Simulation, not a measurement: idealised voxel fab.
Name of the process module below: voxel transistor to metal
Pictured: cross-section cut, 295 nm wide, on a grid of 5 nm square cells.
A cross-section is a grid of square cells, given in bands from the top down. A band is one or more rows of cells. It is stipulated that each band's entry specify, in nanometres, the height of the top of the band and then that of its bottom, followed by the materials of the band in left-to-right sequence, each together with its width in nanometres. A single material marked by the word "throughout" is understood to fill the band from edge to edge; the word "empty" is understood to denote empty space. Heights are expressed relative to 0, this being the level below which the as-received wafer comprises one material exclusively. The lowest band is unbounded in the downward direction and is denoted as in "0 down". Think of "30->40" as a width that walks from the first number to the second as you go down the band, top row to bottom row, taking equal-sized steps from row to row. Basically "all unchanged" means that step didn't change any cell in the cross-section. Basically, "Closed void table" tells you about the enclosed voids: empty spaces with no open way to the top, 8 cells or bigger, each written width x height at distance, where distance is from the left edge, all in nm. Step line, after settings: the simulator's comment on this step. Each step line may optionally specify "overlay nm", which for a step with a mask gives the rightward distance between the mask's planned place and where it lay, a negative value indicating the leftward direction.
[Planned step list for the process]
1. RECEIVE (material Si)
2. CONFORMAL_DEP (material SiO2; thk nm 5)
3. CONFORMAL_DEP (material SiN; thk nm 10)
4. MASKED_ETCH (tone cover; mask id ACTIVE; width nm 115; pitch nm 145; etch materials SiN; depth nm 10; overlay nm 0)
5. MASKED_ETCH (tone cover; mask id ACTIVE; width nm 115; pitch nm 145; etch materials SiO2; depth nm 5; overlay nm 0)
6. MASKED_ETCH (tone cover; mask id ACTIVE; width nm 115; pitch nm 145; etch materials Si; depth nm 30; overlay nm 0)
7. OXIDIZE (depth nm 5)
8. FILL_DEP (material SiO2; thk nm 5)
9. CMP (height nm 15)
10. SELECTIVE_ETCH (etch materials SiO2; depth nm 10)
11. STRIP (etch materials SiN)
12. SELECTIVE_ETCH (etch materials SiO2; depth nm 5)
13. OXIDIZE (depth nm 5)
14. DIRECTIONAL_DEP (material polySi; thk nm 25)
15. DIRECTIONAL_DEP (material SiCN; thk nm 15)
16. PATTERN (tone cover; mask id GATE; material resist; width nm 35; pitch nm 145; thk nm 15; overlay nm 0)
17. DIRECTIONAL_ETCH (etch materials SiCN; depth nm 25)
18. DIRECTIONAL_ETCH (etch materials polySi; depth nm 35)
19. STRIP (etch materials resist)
20. CONFORMAL_DEP (material SiO2; thk nm 5)
21. DIRECTIONAL_ETCH (etch materials SiO2; depth nm 5)
22. CONFORMAL_DEP (material SiN; thk nm 5)
23. DIRECTIONAL_ETCH (etch materials SiN; depth nm 5)
24. DIRECTIONAL_ETCH (etch materials SiO2; depth nm 5)
25. EPI (material pSi; thk nm 5)
26. FILL_DEP (material SiO2; thk nm 10)
27. CMP (height nm 25)
28. STRIP (etch materials polySi)
29. SELECTIVE_ETCH (etch materials SiO2; depth nm 5)
30. CONFORMAL_DEP (material HfO2; thk nm 5)
31. CONFORMAL_DEP (material TiN; thk nm 5)
32. FILL_DEP (material W; thk nm 10)
33. CMP (height nm 20)
34. DIRECTIONAL_DEP (material SiO2; thk nm 15)
35. PATTERN (tone open; mask id CONTACT; material resist; width nm 15; thk nm 15; overlay nm -5)
36. DIRECTIONAL_ETCH (etch materials SiO2; depth nm 35)
37. STRIP (etch materials resist)
38. CONFORMAL_DEP (material TiN; thk nm 5)
39. FILL_DEP (material W; thk nm 5)
40. CMP (height nm 35)
41. CONFORMAL_DEP (material SiN; thk nm 5)
42. DIRECTIONAL_DEP (material lowk; thk nm 15)
43. MASKED_ETCH (tone open; mask id METAL_1; width nm 15; etch materials lowk; depth nm 15; overlay nm 0)
44. MASKED_ETCH (tone open; mask id METAL_1; width nm 15; etch materials SiN; depth nm 5; overlay nm 0)
45. CONFORMAL_DEP (material TiN; thk nm 5)
46. FILL_DEP (material Ru; thk nm 5)
47. CMP (height nm 55)
48. EPI (material Ru; thk nm 5)
49. FILL_DEP (material SiCN; thk nm 5)
50. DIRECTIONAL_DEP (material SiO2; thk nm 35)
51. MASKED_ETCH (tone open; mask id METAL_2; width nm 15; pitch nm 145; etch materials SiO2; depth nm 20; overlay nm 0)
52. PATTERN (tone open; mask id METAL_2_HOLES; material resist; width nm 15; pitch nm 145; thk nm 15; overlay nm 0)
53. DIRECTIONAL_ETCH (etch materials SiO2; depth nm 15)
54. DIRECTIONAL_ETCH (etch materials SiCN; depth nm 5)
55. STRIP (etch materials resist)
56. CONFORMAL_DEP (material TiN; thk nm 5)
57. FILL_DEP (material Cu; thk nm 10)
58. CMP (height nm 100)
59. CONFORMAL_DEP (material SiCN; thk nm 5)
Split variable: overlay nm, step 35. Plan value = first wafer. Wafers start alike.
[This is how the first of several wafers looked in cross-section when it arrived, which is after step 1]
    0 down: Si throughout
    Closed void table: none
[Shown in cross-section: the first of several wafers at the end of the module, after its last step, step 59]
    105 to 100: SiCN throughout
    100 to 65: SiO2: 20, then TiN: 5, then Cu: 5, then TiN: 5, then SiO2: 130, then TiN: 5, then Cu: 5, then TiN: 5, then SiO2: 115
    65 to 60: SiCN: 20, then TiN: 15, then SiCN: 130, then TiN: 15, then SiCN: 115
    60 to 55: SiCN: 15, then Ru: 25, then SiCN: 65, then Ru: 25, then SiCN: 30, then Ru: 25, then SiCN: 65, then Ru: 25, then SiCN: 20
    55 to 40: lowk: 20, then TiN: 5, then Ru: 5, then TiN: 5, then lowk: 75, then TiN: 5, then Ru: 5, then TiN: 5, then lowk: 40, then TiN: 5, then Ru: 5, then TiN: 5, then lowk: 75, then TiN: 5, then Ru: 5, then TiN: 5, then lowk: 25
    40 to 35: SiN: 20, then TiN: 15, then SiN: 75, then TiN: 15, then SiN: 40, then TiN: 15, then SiN: 75, then TiN: 15, then SiN: 25
    35 to 20: SiO2: 15, then TiN: 5, then W: 5, then TiN: 5, then SiO2: 75, then TiN: 5, then W: 5, then TiN: 5, then SiO2: 40, then TiN: 5, then W: 5, then TiN: 5, then SiO2: 75, then TiN: 5, then W: 5, then TiN: 5, then SiO2: 30
    20 to 5: SiO2: 15, then TiN: 5, then W: 5, then TiN: 5, then SiO2: 15, then SiN: 5, then HfO2: 5, then TiN: 5, then W: 25, then TiN: 5, then HfO2: 5, then SiN: 5, then SiO2: 5, then TiN: 5, then W: 5, then TiN: 5, then SiO2: 40, then TiN: 5, then W: 5, then TiN: 5, then SiO2: 15, then SiN: 5, then HfO2: 5, then TiN: 5, then W: 25, then TiN: 5, then HfO2: 5, then SiN: 5, then SiO2: 5, then TiN: 5, then W: 5, then TiN: 5, then SiO2: 30
    5 to 0: SiO2: 15, then TiN: 15, then SiO2: 15, then SiN: 5, then HfO2: 5, then TiN: 35, then HfO2: 5, then SiN: 5, then SiO2: 5, then TiN: 15, then SiO2: 40, then TiN: 15, then SiO2: 15, then SiN: 5, then HfO2: 5, then TiN: 35, then HfO2: 5, then SiN: 5, then SiO2: 5, then TiN: 15, then SiO2: 30
    0 to -5: SiO2: 15, then pSi: 30, then SiO2: 5, then HfO2: 45, then SiO2: 5, then pSi: 30, then SiO2: 30, then pSi: 30, then SiO2: 5, then HfO2: 45, then SiO2: 5, then pSi: 30, then SiO2: 20
    -5 to -35: SiO2: 20, then Si: 105, then SiO2: 40, then Si: 105, then SiO2: 25
    -35 down: Si throughout
    Closed void table: none
[Last-wafer cross-section at the end of the module]
    105 to 100: SiCN throughout
    100 to 65: SiO2: 20, then TiN: 5, then Cu: 5, then TiN: 5, then SiO2: 130, then TiN: 5, then Cu: 5, then TiN: 5, then SiO2: 115
    65 to 60: SiCN: 20, then TiN: 15, then SiCN: 130, then TiN: 15, then SiCN: 115
    60 to 55: SiCN: 15, then Ru: 25, then SiCN: 65, then Ru: 25, then SiCN: 30, then Ru: 25, then SiCN: 65, then Ru: 25, then SiCN: 20
    55 to 40: lowk: 20, then TiN: 5, then Ru: 5, then TiN: 5, then lowk: 75, then TiN: 5, then Ru: 5, then TiN: 5, then lowk: 40, then TiN: 5, then Ru: 5, then TiN: 5, then lowk: 75, then TiN: 5, then Ru: 5, then TiN: 5, then lowk: 25
    40 to 35: SiN: 20, then TiN: 15, then SiN: 75, then TiN: 15, then SiN: 40, then TiN: 15, then SiN: 75, then TiN: 15, then SiN: 25
    35 to 20: SiO2: 30, then TiN: 5, then W: 5, then TiN: 5, then SiO2: 75, then TiN: 5, then W: 5, then TiN: 5, then SiO2: 40, then TiN: 5, then W: 5, then TiN: 5, then SiO2: 75, then TiN: 5, then W: 5, then TiN: 5, then SiO2: 15
    20 to 5: SiO2: 30, then TiN: 5, then W: 5, then TiN: 5, then SiN: 5, then HfO2: 5, then TiN: 5, then W: 25, then TiN: 5, then HfO2: 5, then SiN: 5, then SiO2: 20, then TiN: 5, then W: 5, then TiN: 5, then SiO2: 40, then TiN: 5, then W: 5, then TiN: 5, then SiN: 5, then HfO2: 5, then TiN: 5, then W: 25, then TiN: 5, then HfO2: 5, then SiN: 5, then SiO2: 20, then TiN: 5, then W: 5, then TiN: 5, then SiO2: 15
    5 to 0: SiO2: 30, then TiN: 15, then SiN: 5, then HfO2: 5, then TiN: 35, then HfO2: 5, then SiN: 5, then SiO2: 20, then TiN: 15, then SiO2: 40, then TiN: 15, then SiN: 5, then HfO2: 5, then TiN: 35, then HfO2: 5, then SiN: 5, then SiO2: 20, then TiN: 15, then SiO2: 15
    0 to -5: SiO2: 15, then pSi: 30, then SiO2: 5, then HfO2: 45, then SiO2: 5, then pSi: 30, then SiO2: 30, then pSi: 30, then SiO2: 5, then HfO2: 45, then SiO2: 5, then pSi: 30, then SiO2: 20
    -5 to -35: SiO2: 20, then Si: 105, then SiO2: 40, then Si: 105, then SiO2: 25
    -35 down: Si throughout
    Closed void table: none
[Heads up, this table goes wafer by wafer. A row tells you, at the end of the module, how many cells of each material that wafer has put on (+) or dropped (-) since it was received, and then its closed voids]
overlay nm -5, +14 Cu, +34 HfO2, +32 Ru, -161 Si, +151 SiCN, +63 SiN, +731 SiO2, +156 TiN, +54 W, +141 lowk, +24 pSi, Closed void table: none
overlay nm 0, +14 Cu, +34 HfO2, +32 Ru, -161 Si, +151 SiCN, +63 SiN, +731 SiO2, +156 TiN, +54 W, +141 lowk, +24 pSi, Closed void table: none
overlay nm 5, +14 Cu, +34 HfO2, +32 Ru, -161 Si, +151 SiCN, +63 SiN, +731 SiO2, +156 TiN, +54 W, +141 lowk, +24 pSi, Closed void table: none
overlay nm 10, +14 Cu, +34 HfO2, +32 Ru, -161 Si, +151 SiCN, +63 SiN, +731 SiO2, +156 TiN, +54 W, +141 lowk, +24 pSi, Closed void table: none
